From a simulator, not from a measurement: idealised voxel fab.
The name of this process module is voxel capacitor over wiring.
FYI the section here is cut, 160 nm wide, cells are 5 nm squares.
A cross-section in this document is a grid of square cells, and it is written down as bands, the top band listed before the ones below it; a band is made up of one or more rows of cells.
Basically the band line says how high the top is and how high the bottom is, in nm, and then what's in it from left to right, every material with its width in nm. Empty space shows up as "empty", and if a single material carries "full width" it runs the full band edge to edge.
Beneath 0, the wafer as received is one material, and that level is where height counting begins. The lowest band goes on downward without a bottom; it is written like "z 0 and below".
With a width like "30->40", each row of cells in the band differs from the next by the same amount, the top row carrying the first number and the bottom row the second.
"changes: none" -> step changed no cross-section cell.
Entry "Closed-off voids". Content: empty spaces with no open connection to the top, size 8 cells or greater. Each: width x height at distance. Distance: from left edge. Unit: nm.
after a step's settings: what the simulator itself notes on the step
The setting "overlay nm" may be written on the line of a step. When the step uses a mask, the value reports how far to the right of the planned place the mask lay, and a negative value reports that it lay to the left.
The planned process steps are enumerated hereunder:
1: RECEIVE | material Si
2: CONFORMAL_DEP | material SiO2 | thk nm 15
3: CONFORMAL_DEP | material SiCN | thk nm 5
4: DIRECTIONAL_DEP | material SiO2 | thk nm 20
5: DIRECTIONAL_DEP | material aC | thk nm 15
6: PATTERN | tone open | mask id METAL_1 | material resist | width nm 20 | pitch nm 70 | thk nm 35 | overlay nm 0
7: DIRECTIONAL_ETCH | etch materials aC | depth nm 15
8: STRIP | etch materials resist
9: DIRECTIONAL_ETCH | etch materials SiO2 | depth nm 20
10: DIRECTIONAL_ETCH | etch materials SiCN | depth nm 5
11: STRIP | etch materials aC
12: CONFORMAL_DEP | material TiN | thk nm 5
13: FILL_DEP | material Cu | thk nm 5
14: CMP | height nm 40
15: EPI | material Ru | thk nm 5
16: FILL_DEP | material SiCN | thk nm 5
17: DIRECTIONAL_DEP | material lowk | thk nm 10
18: PATTERN | tone open | mask id PLUG_1 | material resist | width nm 15 | thk nm 20 | overlay nm 0
19: DIRECTIONAL_ETCH | etch materials lowk | depth nm 10
20: DIRECTIONAL_ETCH | etch materials SiCN | depth nm 5
21: STRIP | etch materials resist
22: CONFORMAL_DEP | material TiN | thk nm 5
23: FILL_DEP | material W | thk nm 5
24: CMP | height nm 60
25: DIRECTIONAL_DEP | material TiN | thk nm 5
26: DIRECTIONAL_DEP | material SiN | thk nm 5
27: DIRECTIONAL_DEP | material TiN | thk nm 10
28: DIRECTIONAL_DEP | material aC | thk nm 15
29: PATTERN | tone cover | mask id UPPER_PLATE | material resist | width nm 55 | thk nm 35 | overlay nm 0
30: DIRECTIONAL_ETCH | etch materials aC | depth nm 15
31: STRIP | etch materials resist
32: DIRECTIONAL_ETCH | etch materials TiN | depth nm 10
33: DIRECTIONAL_ETCH | etch materials SiN | depth nm 5
34: STRIP | etch materials aC
35: PATTERN | tone cover | mask id LOWER_PLATE | material resist | width nm 65 | thk nm 20 | overlay nm 0
36: DIRECTIONAL_ETCH | etch materials TiN | depth nm 5
37: STRIP | etch materials resist
38: FILL_DEP | material SiO2 | thk nm 15
39: CMP | height nm 90
40: MASKED_ETCH | tone open | mask id PLUG_2 | width nm 15 | etch materials SiO2 | depth nm 10 | overlay nm 0
41: CONFORMAL_DEP | material TiN | thk nm 5
42: FILL_DEP | material Cu | thk nm 10
43: CMP | height nm 90
44: CONFORMAL_DEP | material SiN | thk nm 5
Incoming wafer in cross-section (state: after step 1):
z 0 and below | Si full width
Closed-off voids: none
The first of two wafers, cross-sectioned at the end of the module, with the run proceeding as planned:
z 95 to 90 | SiN full width
z 90 to 85 | SiO2: 50, then TiN: 5, then Cu: 5, then TiN: 5, then SiO2: 95
z 85 to 80 | SiO2: 50, then TiN: 15, then SiO2: 95
z 80 to 70 | SiO2: 40, then TiN: 55, then SiO2: 65
z 70 to 65 | SiO2: 40, then SiN: 55, then SiO2: 65
z 65 to 60 | SiO2: 35, then TiN: 65, then SiO2: 60
z 60 to 50 | lowk: 40, then TiN: 5, then W: 5, then TiN: 5, then lowk: 105
z 50 to 45 | SiCN: 40, then TiN: 15, then SiCN: 105
z 45 to 40 | SiCN: 30, then Ru: 30, then SiCN: 40, then Ru: 30, then SiCN: 30
z 40 to 20 | SiO2: 35, then TiN: 5, then Cu: 10, then TiN: 5, then SiO2: 50, then TiN: 5, then Cu: 10, then TiN: 5, then SiO2: 35
z 20 to 15 | SiCN: 35, then TiN: 20, then SiCN: 50, then TiN: 20, then SiCN: 35
z 15 to 0 | SiO2 full width
z 0 and below | Si full width
Closed-off voids: none
Presented here is a cross-section of the second of the two wafers as it stood at the end of the module. It was started in the same manner and assigned the same plan as the first wafer; however, one mistake was made in its execution:
z 95 to 90 | SiN full width
z 90 to 85 | SiO2: 50, then TiN: 5, then Cu: 5, then TiN: 5, then SiO2: 95
z 85 to 80 | SiO2: 50, then TiN: 15, then SiO2: 95
z 80 to 70 | SiO2: 40, then TiN: 55, then SiO2: 65
z 70 to 65 | SiO2: 40, then SiN: 55, then SiO2: 65
z 65 to 60 | SiO2: 35, then TiN: 65, then SiO2: 60
z 60 to 50 | lowk: 40, then TiN: 5, then W: 5, then TiN: 5, then lowk: 105
z 50 to 45 | SiCN: 40, then TiN: 15, then SiCN: 105
z 45 to 40 | SiCN: 30, then Ru: 30, then SiCN: 40, then Ru: 30, then SiCN: 30
z 40 to 25 | SiO2: 35, then TiN: 5, then Cu: 10, then TiN: 5, then SiO2: 50, then TiN: 5, then Cu: 10, then TiN: 5, then SiO2: 35
z 25 to 20 | SiO2: 35, then TiN: 20, then SiO2: 50, then TiN: 20, then SiO2: 35
z 20 to 5 | SiO2 full width
z 5 to 0 | SiCN full width
z 0 and below | Si full width
Closed-off voids: none
In executing the process, a mistake was made relative to the plan: the processing plan was not followed for steps 2 and 3, which were run with their positions exchanged
Final comparison by cell count, materials where the second wafer has more or fewer than the first: Cu -4; SiCN +8; TiN -4
